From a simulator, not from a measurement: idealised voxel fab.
The following is a process module called voxel wiring stack.
The cross-section shown here is cut; it is 235 nm wide and divided into square cells measuring 5 nm on a side.
If you're reading a cross-section in this doc, picture square cells in a grid; it comes to you as bands, top ones listed first down to the bottom, and a band can be one or more rows of cells.
Within each band entry, the heights of the top and of the bottom of the band appear first, in that order and in nm; the materials of the band then follow from left to right, each with its corresponding width in nm. The designation "edge to edge" on a single material indicates that it fills the band from edge to edge; the designation "blank" indicates empty space.
We count height from 0. Below that, the starting wafer is all one material. The lowest band never ends at the bottom but goes on down; see "top 0, no bottom" for how that is written.
Quick explanation for "30..40": the width changes in equal steps down the rows of cells, from the first number in the band's top row to the second number in its bottom row.
The designation "nothing got changed", where it is given for a processing step, indicates that no cell of the cross-section was altered in the course of that step.
In the "Unvented internal voids" entry, you get each enclosed empty space of 8 cells or more, one with no open way to the top, written width x height at distance, distance from the left edge, in nm.
Whatever follows a step's settings on its line is a remark the simulator itself makes about that step.
If you see "overlay nm" on a step's line and that step has a mask, it's telling you how far right of where it was planned the mask ended up; a negative number means it went left instead.

## plan
1,RECEIVE, material Si
2,CONFORMAL_DEP, material SiO2, thk nm 15
3,DIRECTIONAL_DEP, material TiN, thk nm 5
4,DIRECTIONAL_DEP, material W, thk nm 25
5,DIRECTIONAL_DEP, material aC, thk nm 15
6,PATTERN, tone cover, mask id METAL_1, material resist, width nm 25, pitch nm 45, thk nm 35, overlay nm 0
7,DIRECTIONAL_ETCH, etch materials aC, depth nm 15
8,STRIP, etch materials resist
9,DIRECTIONAL_ETCH, etch materials W, depth nm 25
10,DIRECTIONAL_ETCH, etch materials TiN, depth nm 5
11,STRIP, etch materials aC
12,CONFORMAL_DEP, material SiCN, thk nm 5
13,FILL_DEP, material lowk, thk nm 10
14,CMP, height nm 45
15,CONFORMAL_DEP, material SiCN, thk nm 5
16,DIRECTIONAL_DEP, material SiO2, thk nm 30
17,DIRECTIONAL_DEP, material aC, thk nm 15
18,PATTERN, tone open, mask id METAL_2, material resist, width nm 25, pitch nm 45, thk nm 35, overlay nm 0
19,DIRECTIONAL_ETCH, etch materials aC, depth nm 15
20,STRIP, etch materials resist
21,DIRECTIONAL_ETCH, etch materials SiO2, depth nm 15
22,STRIP, etch materials aC
23,MASKED_ETCH, tone open, mask id METAL_2_HOLES, width nm 15, pitch nm 45, etch materials SiO2, depth nm 15, overlay nm 0
24,MASKED_ETCH, tone open, mask id METAL_2_HOLES, width nm 15, pitch nm 45, etch materials SiCN, depth nm 5, overlay nm 0
25,CONFORMAL_DEP, material TiN, thk nm 5
26,FILL_DEP, material Cu, thk nm 10
27,CMP, height nm 80
28,CONFORMAL_DEP, material SiCN, thk nm 5
29,DIRECTIONAL_DEP, material SiO2, thk nm 25
30,PATTERN, tone open, mask id METAL_3, material resist, width nm 25, pitch nm 45, thk nm 15, overlay nm 0
31,DIRECTIONAL_ETCH, etch materials SiO2, depth nm 15
32,STRIP, etch materials resist
33,MASKED_ETCH, tone open, mask id METAL_3_HOLES, width nm 15, pitch nm 90, etch materials SiO2, depth nm 10, overlay nm 0
34,MASKED_ETCH, tone open, mask id METAL_3_HOLES, width nm 15, pitch nm 90, etch materials SiCN, depth nm 5, overlay nm 0
35,CONFORMAL_DEP, material TiN, thk nm 5
36,FILL_DEP, material Cu, thk nm 10
37,CMP, height nm 110
38,CONFORMAL_DEP, material SiCN, thk nm 5
The plan shows the width nm of step 33 as the first wafer had it; this setting differs between the wafers, which start out alike.

## Cross-section of the first of several wafers as received (after step 1)
- top 0, no bottom = Si edge to edge
- Unvented internal voids: none

## Gained (+) or lost (-) cells of each material since receipt, then closed voids: one row per wafer, at the end of the module
width nm 15, +54 Cu, +188 SiCN, +529 SiO2, +105 TiN, +75 W, +130 lowk, Unvented internal voids: none
width nm 20, +58 Cu, +188 SiCN, +525 SiO2, +105 TiN, +75 W, +130 lowk, Unvented internal voids: none
width nm 25, +60 Cu, +188 SiCN, +521 SiO2, +107 TiN, +75 W, +130 lowk, Unvented internal voids: none
width nm 30, +64 Cu, +188 SiCN, +517 SiO2, +107 TiN, +75 W, +130 lowk, Unvented internal voids: none
